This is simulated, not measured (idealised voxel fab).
The process module that follows is named voxel air gaps.
165 nm wide, 5 nm square cells: that's cross-section cut.
A cross-section is a grid of square cells, given in bands from the top down. A band is one or more rows of cells.
It is stipulated that each band's entry specify, in nanometres, the height of the top of the band and then that of its bottom, followed by the materials of the band in left-to-right sequence, each together with its width in nanometres. A single material marked by the word "throughout" is understood to fill the band from edge to edge; the word "empty" is understood to denote empty space.
Heights from 0 (as-received wafer is one material below). Bottom band endless downward, as "0..down".
Width spec "30 to 40" -> top row of cells at first value, bottom row at second value, equal per-row change in between.
What does "remained the same" mean for a step? It means no cell of the cross-section changed in that step.
"Enclosed voids": sealed empty spaces, 8 cells or more, no open way to top, listed width x height at distance, with distance from the left edge and width, height and distance in nm.
Text after the settings on a step's line: the simulator's own remark on that step.
overlay nm: step with mask; distance mask lay right of planned place; negative value = left of planned place.
### Here's what the planned process steps look like
1) RECEIVE, material Si
2) CONFORMAL_DEP, material SiO2, thk nm 10
3) CONFORMAL_DEP, material SiN, thk nm 5
4) DIRECTIONAL_DEP, material lowk, thk nm 35
5) PATTERN, tone open, mask id LINES, material resist, width nm 15, pitch nm 45, thk nm 20, overlay nm 0
6) DIRECTIONAL_ETCH, etch materials lowk, depth nm 35
7) STRIP, etch materials resist
8) CONFORMAL_DEP, material TiN, thk nm 5
9) FILL_DEP, material Ru, thk nm 5
10) CMP, height nm 50
11) EPI, material Ru, thk nm 10
12) SELECTIVE_ETCH, etch materials lowk, depth nm 45
13) CONFORMAL_DEP, material SiCN, thk nm 5
### Step 1 complete: cross-section of the wafer as received
  0..down: Si throughout
  Enclosed voids: none
### Below is the wafer in cross-section after the module was completed. It began from the starting point shown above and followed the plan shown above, except that one mistake was made while running it
  65..60: 15 of empty; 135 of SiCN; 15 of empty
  60..50: 15 of empty; 5 of SiCN; 35 of Ru; 10 of SiCN; 35 of Ru; 10 of SiCN; 35 of Ru; 5 of SiCN; 15 of empty
  50..45: 15 of empty; 15 of SiCN; 5 of TiN; 5 of Ru; 5 of TiN; 30 of SiCN; 5 of TiN; 5 of Ru; 5 of TiN; 30 of SiCN; 5 of TiN; 5 of Ru; 5 of TiN; 15 of SiCN; 15 of empty
  45..20: 25 of empty; 5 of SiCN; 5 of TiN; 5 of Ru; 5 of TiN; 5 of SiCN; 20 of empty; 5 of SiCN; 5 of TiN; 5 of Ru; 5 of TiN; 5 of SiCN; 20 of empty; 5 of SiCN; 5 of TiN; 5 of Ru; 5 of TiN; 5 of SiCN; 25 of empty
  20..15: 30 of SiCN; 15 of TiN; 30 of SiCN; 15 of TiN; 30 of SiCN; 15 of TiN; 30 of SiCN
  15..10: SiN throughout
  10..0: TiN throughout
  0..down: Si throughout
  Enclosed voids: 20 x 25 at 50; 20 x 25 at 95
Which mistake was made when the wafer was run? step 2 ran differently from the plan; actual operation with settings: CONFORMAL_DEP, material TiN, thk nm 10
